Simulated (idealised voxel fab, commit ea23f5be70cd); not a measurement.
You're looking at the process module voxel ribs on slabs.
Pictured: cross-section cut, 260 nm wide, on a grid of 5 nm square cells.
Heads up, the way a cross-section reads in here is a grid of square cells, handed over as bands from the top down, with every band being one or more rows of cells.
Each band's line starts with the height of the band's top and of its bottom, in nm. Then come its materials from left to right, each with its width in nm. One material with "full width" fills the band from edge to edge. "empty" is empty space.
Ref level 0: as-received wafer is one material below here. Bottom band extends down with no lower bound ("0 nm and below").
Top row gets the first number, bottom row gets the second, and each row in between changes by the same step: that is how a band width like "30->40" works.
The cross-section has no changed cell in any step marked "no modification".
What "Fully closed voids" gives you is every empty space of 8 cells or more that is cut off from the top. Each appears as width x height at distance, with the distance taken from the left edge and width, height and distance all in nm.
Step line, after settings: the simulator's comment on this step.
overlay nm: how far to the right of its planned place the mask lay on this masked step (negative: to the left).

Process steps foreseen in the plan:
1) RECEIVE | material Si
2) DIRECTIONAL_DEP | material SiO2 | thk nm 30
3) DIRECTIONAL_DEP | material polySi | thk nm 15
4) DIRECTIONAL_DEP | material aC | thk nm 10
5) PATTERN | tone cover | mask id RIB | material resist | width nm 15 | thk nm 30 | overlay nm 0
6) DIRECTIONAL_ETCH | etch materials aC | depth nm 10
7) STRIP | etch materials resist
8) DIRECTIONAL_ETCH | etch materials polySi | depth nm 10
9) STRIP | etch materials aC
10) MASKED_ETCH | tone cover | mask id SLAB | width nm 75 | etch materials polySi | depth nm 5 | overlay nm 0
11) FILL_DEP | material SiO2 | thk nm 15
12) CMP | height nm 55
13) DIRECTIONAL_DEP | material W | thk nm 10
14) DIRECTIONAL_DEP | material aC | thk nm 15
15) PATTERN | tone cover | mask id HEATER | material resist | width nm 25 | thk nm 30 | overlay nm 0
16) DIRECTIONAL_ETCH | etch materials aC | depth nm 15
17) STRIP | etch materials resist
18) DIRECTIONAL_ETCH | etch materials W | depth nm 10
19) STRIP | etch materials aC
20) CONFORMAL_DEP | material SiN | thk nm 5

Account of the first of two wafers, which was processed as intended:

As received (post step 1): cross-section:
    0 nm and below = Si full width
    Fully closed voids: none

Cross-sectional representation of the wafer at the conclusion of step 2:
    30 nm to 0 nm = SiO2 full width
    Under 0: no change, same as before.

Cross-sectional representation of the wafer at the conclusion of step 3:
    45 nm to 30 nm = polySi full width
    Under 30: no change, same as before.

Cross-sectional representation of the wafer at the conclusion of step 4:
    55 nm to 45 nm = aC full width
    Under 45: no change, same as before.

Cross-sectional representation of the wafer at the conclusion of step 5:
    85 nm to 55 nm = empty (120), resist (15), empty (125)
    Under 55: no change, same as before.

Cross-sectional representation of the wafer at the conclusion of step 6:
    75 nm to 55 nm = empty (120), resist (15), empty (125)
    55 nm to 45 nm = empty (120), aC (15), empty (125)
    Under 45: no change, same as before.

Cross-sectional representation of the wafer at the conclusion of step 7:
    55 nm to 45 nm = empty (120), aC (15), empty (125)
    Under 45: no change, same as before.

Cross-sectional representation of the wafer at the conclusion of step 8:
    55 nm to 45 nm = empty (120), aC (15), empty (125)
    45 nm to 35 nm = empty (120), polySi (15), empty (125)
    Under 35: no change, same as before.

Cross-sectional representation of the wafer at the conclusion of step 9:
    45 nm to 35 nm = empty (120), polySi (15), empty (125)
    Under 35: no change, same as before.

Cross-sectional representation of the wafer at the conclusion of step 10:
    45 nm to 35 nm = empty (120), polySi (15), empty (125)
    35 nm to 30 nm = empty (90), polySi (75), empty (95)
    Under 30: no change, same as before.

Cross-sectional representation of the wafer at the conclusion of step 11:
    60 nm to 45 nm = SiO2 full width
    45 nm to 35 nm = SiO2 (120), polySi (15), SiO2 (125)
    35 nm to 30 nm = SiO2 (90), polySi (75), SiO2 (95)
    Under 30: no change, same as before.

Cross-sectional representation of the wafer at the conclusion of step 12:
    55 nm to 45 nm = SiO2 full width
    Under 45: no change, same as before.

Cross-sectional representation of the wafer at the conclusion of step 13:
    65 nm to 55 nm = W full width
    Under 55: no change, same as before.

Cross-sectional representation of the wafer at the conclusion of step 14:
    80 nm to 65 nm = aC full width
    Under 65: no change, same as before.

Cross-sectional representation of the wafer at the conclusion of step 15:
    110 nm to 80 nm = empty (115), resist (25), empty (120)
    Under 80: no change, same as before.

Cross-sectional representation of the wafer at the conclusion of step 16:
    95 nm to 80 nm = empty (115), resist (25), empty (120)
    80 nm to 65 nm = empty (115), aC (25), empty (120)
    Under 65: no change, same as before.

Cross-sectional representation of the wafer at the conclusion of step 17:
    80 nm to 65 nm = empty (115), aC (25), empty (120)
    Under 65: no change, same as before.

Cross-sectional representation of the wafer at the conclusion of step 18:
    80 nm to 65 nm = empty (115), aC (25), empty (120)
    65 nm to 55 nm = empty (115), W (25), empty (120)
    Under 55: no change, same as before.

Cross-sectional representation of the wafer at the conclusion of step 19:
    65 nm to 55 nm = empty (115), W (25), empty (120)
    Under 55: no change, same as before.

Cross-sectional representation of the wafer at the conclusion of step 20:
    70 nm to 65 nm = empty (110), SiN (35), empty (115)
    65 nm to 60 nm = empty (110), SiN (5), W (25), SiN (5), empty (115)
    60 nm to 55 nm = SiN (115), W (25), SiN (120)
    Under 55: no change, same as before.

Wafer two. Identical start, identical plan. One mistake in execution. Identical history through step 19:

Cross-section, second wafer, at the end time the plan gives for step 20: no modification
Deviation from plan: step 20 of the plan was excluded from execution and never run
Upon completion, the second wafer contains, in terms of cells, a greater or smaller amount of certain materials than the first wafer: SiN -56
